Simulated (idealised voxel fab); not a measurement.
Process module in this document: voxel self aligned vias
Cross-section cut spans 220 nm and uses square cells 5 nm in size.
In this document a cross-section is written as a grid of square cells. It is given as a series of bands, listed from the top down, and a band is one or more rows of cells. Look at the band entry: it leads with the top's height and the bottom's height in nm. Then it lists the materials left to right, with a width in nm for each. The word "throughout" on a single material says that material fills the band edge to edge. The word "blank" is empty space. It should be noted that heights are counted from 0, beneath which the wafer as supplied is of one material throughout, and that the lowest band possesses no lower boundary but continues downward, as written in "from 0 down". Width "30 to 40": first value at the band's top row of cells, second value at its bottom row, equal change from row to row. "no alterations made" for a step: no cell of the cross-section changed in that step. Listed in "Fully closed voids": every empty space of 8 or more cells without an open way to the top. Form: width x height at distance, the distance being from the left edge, all in nm. That trailing text on a step's line, after the settings, is the simulator's own remark on the step. What "overlay nm" on a step's line means: if the step has a mask, that mask lay this far to the right of its planned place, or, when the value is negative, to the left.
**Below is the list of planned process steps**
- 1: RECEIVE [material Si]
- 2: CONFORMAL_DEP [material SiO2] [thk nm 10]
- 3: CONFORMAL_DEP [material SiCN] [thk nm 5]
- 4: DIRECTIONAL_DEP [material lowk] [thk nm 25]
- 5: MASKED_ETCH [tone open] [mask id LINES] [width nm 20] [pitch nm 60] [etch materials lowk] [depth nm 25] [overlay nm 0]
- 6: CONFORMAL_DEP [material TiN] [thk nm 5]
- 7: FILL_DEP [material W] [thk nm 5]
- 8: CMP [height nm 40]
- 9: SELECTIVE_ETCH [etch materials W Ru TiN] [depth nm 5]
- 10: FILL_DEP [material SiN] [thk nm 10]
- 11: CMP [height nm 40]
- 12: DIRECTIONAL_DEP [material lowk] [thk nm 20]
- 13: MASKED_ETCH [tone open] [mask id VIAS] [width nm 40] [pitch nm 60] [etch materials lowk] [depth nm 20] [overlay nm 0]
- 14: MASKED_ETCH [tone open] [mask id VIAS] [width nm 40] [pitch nm 60] [etch materials SiN] [depth nm 5] [overlay nm 0]
- 15: CONFORMAL_DEP [material TiN] [thk nm 5]
- 16: FILL_DEP [material W] [thk nm 5]
- 17: CMP [height nm 60]
- 18: CONFORMAL_DEP [material SiN] [thk nm 5]
**Cross-section of the wafer at receipt, which is the condition after step 1**
* from 0 down | Si throughout
* Fully closed voids: none
**Cross-section, end of module. Start: as above. Plan: as above. Execution: one mistake**
* from 65 to 60 | SiN throughout
* from 60 to 45 | lowk 60 nm / TiN 5 nm / W 35 nm / TiN 5 nm / lowk 15 nm / TiN 5 nm / W 35 nm / TiN 5 nm / lowk 55 nm
* from 45 to 40 | lowk 60 nm / TiN 15 nm / W 10 nm / TiN 20 nm / lowk 15 nm / TiN 15 nm / W 10 nm / TiN 20 nm / lowk 55 nm
* from 40 to 35 | lowk 70 nm / TiN 20 nm / lowk 40 nm / TiN 20 nm / lowk 70 nm
* from 35 to 20 | lowk 70 nm / TiN 5 nm / W 10 nm / TiN 5 nm / lowk 40 nm / TiN 5 nm / W 10 nm / TiN 5 nm / lowk 70 nm
* from 20 to 15 | lowk 70 nm / TiN 20 nm / lowk 40 nm / TiN 20 nm / lowk 70 nm
* from 15 to 10 | SiCN throughout
* from 10 to 0 | SiO2 throughout
* from 0 down | Si throughout
* Fully closed voids: none
Processing error: for step 13, the planned setting was not used; the step was instead run as MASKED_ETCH [tone open] [mask id VIAS] [width nm 45] [pitch nm 60] [etch materials lowk] [depth nm 20] [overlay nm 0]
